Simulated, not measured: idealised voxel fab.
Module name: voxel wiring stack (process module)
Shown is cross-section cut, with a width of 295 nm and square cells of size 5 nm.
Cross-section, as written here: a square-cell grid given band by band from the top down, where a band holds one or more rows of cells.
Top height, bottom height, nm. Materials left to right, width each, nm. Single material + "full width" = fills band edge to edge. "empty" = empty.
A quick word on heights: they are counted from 0, and under that level the wafer as it came to us is one material throughout. The lowest band is different from the rest in having no bottom; it simply continues downward, written as in "0..down".
With a width like "30 to 40", each row of cells in the band differs from the next by the same amount, the top row carrying the first number and the bottom row the second.
Step note "remains unaltered" = no cross-section cell changed.
Closed empty spaces (no open way to the top) of 8 cells or more are what "Voids, fully enclosed" lists, each as width x height at distance from the left edge, nm for all three.
What comes after the settings on a step's line is commentary from the simulator itself on that step.
overlay nm, on a step with a mask: how far to the right of its planned place the mask lay; to the left if negative

-- The following list gives the planned process steps
1) RECEIVE,material Si
2) CONFORMAL_DEP,material SiO2,thk nm 10
3) DIRECTIONAL_DEP,material TiN,thk nm 5
4) DIRECTIONAL_DEP,material Ru,thk nm 15
5) PATTERN,tone cover,mask id METAL_1,material resist,width nm 30,pitch nm 60,thk nm 20,overlay nm 0
6) DIRECTIONAL_ETCH,etch materials Ru,depth nm 15
7) DIRECTIONAL_ETCH,etch materials TiN,depth nm 5
8) STRIP,etch materials resist
9) FILL_DEP,material SiO2,thk nm 5
10) CMP,height nm 30
11) CONFORMAL_DEP,material SiCN,thk nm 5
12) DIRECTIONAL_DEP,material SiO2,thk nm 20
13) MASKED_ETCH,tone open,mask id PLUG_1,width nm 15,pitch nm 120,etch materials SiO2,depth nm 20,overlay nm -15
14) MASKED_ETCH,tone open,mask id PLUG_1,width nm 15,pitch nm 120,etch materials SiCN,depth nm 5,overlay nm 0
15) EPI,material Ru,thk nm 10
16) EPI,material Ru,thk nm 10
17) EPI,material Ru,thk nm 5
18) DIRECTIONAL_DEP,material TiN,thk nm 5
19) DIRECTIONAL_DEP,material Ru,thk nm 25
20) MASKED_ETCH,tone cover,mask id METAL_2,width nm 30,pitch nm 60,etch materials Ru,depth nm 25,overlay nm 0
21) MASKED_ETCH,tone cover,mask id METAL_2,width nm 30,pitch nm 60,etch materials TiN,depth nm 5,overlay nm 0
22) CONFORMAL_DEP,material SiCN,thk nm 5
23) FILL_DEP,material SiO2,thk nm 5
24) CMP,height nm 85
25) CONFORMAL_DEP,material SiCN,thk nm 5
varied across the wafers: overlay nm of step 13. The plan shows the first wafer's value. All wafers start alike

-- Sectional view: first of several wafers, as received, after step 1
- 0..down = Si full width
- Voids, fully enclosed: none

-- For your reference, the table is organized with a row per wafer; each row reflects the wafer at the end of the module, indicating for each material the cells gained (+) or lost (-) since receipt, and thereafter its closed voids
overlay nm -15, +192 Ru, +209 SiCN, +613 SiO2, +48 TiN, Voids, fully enclosed: none
overlay nm -10, +218 Ru, +191 SiCN, +605 SiO2, +48 TiN, Voids, fully enclosed: none
overlay nm -5, +220 Ru, +189 SiCN, +605 SiO2, +48 TiN, Voids, fully enclosed: none
overlay nm 0, +222 Ru, +187 SiCN, +605 SiO2, +48 TiN, Voids, fully enclosed: none
overlay nm 5, +220 Ru, +189 SiCN, +605 SiO2, +48 TiN, Voids, fully enclosed: none
overlay nm 10, +218 Ru, +191 SiCN, +605 SiO2, +48 TiN, Voids, fully enclosed: none
overlay nm 15, +192 Ru, +199 SiCN, +623 SiO2, +48 TiN, Voids, fully enclosed: none
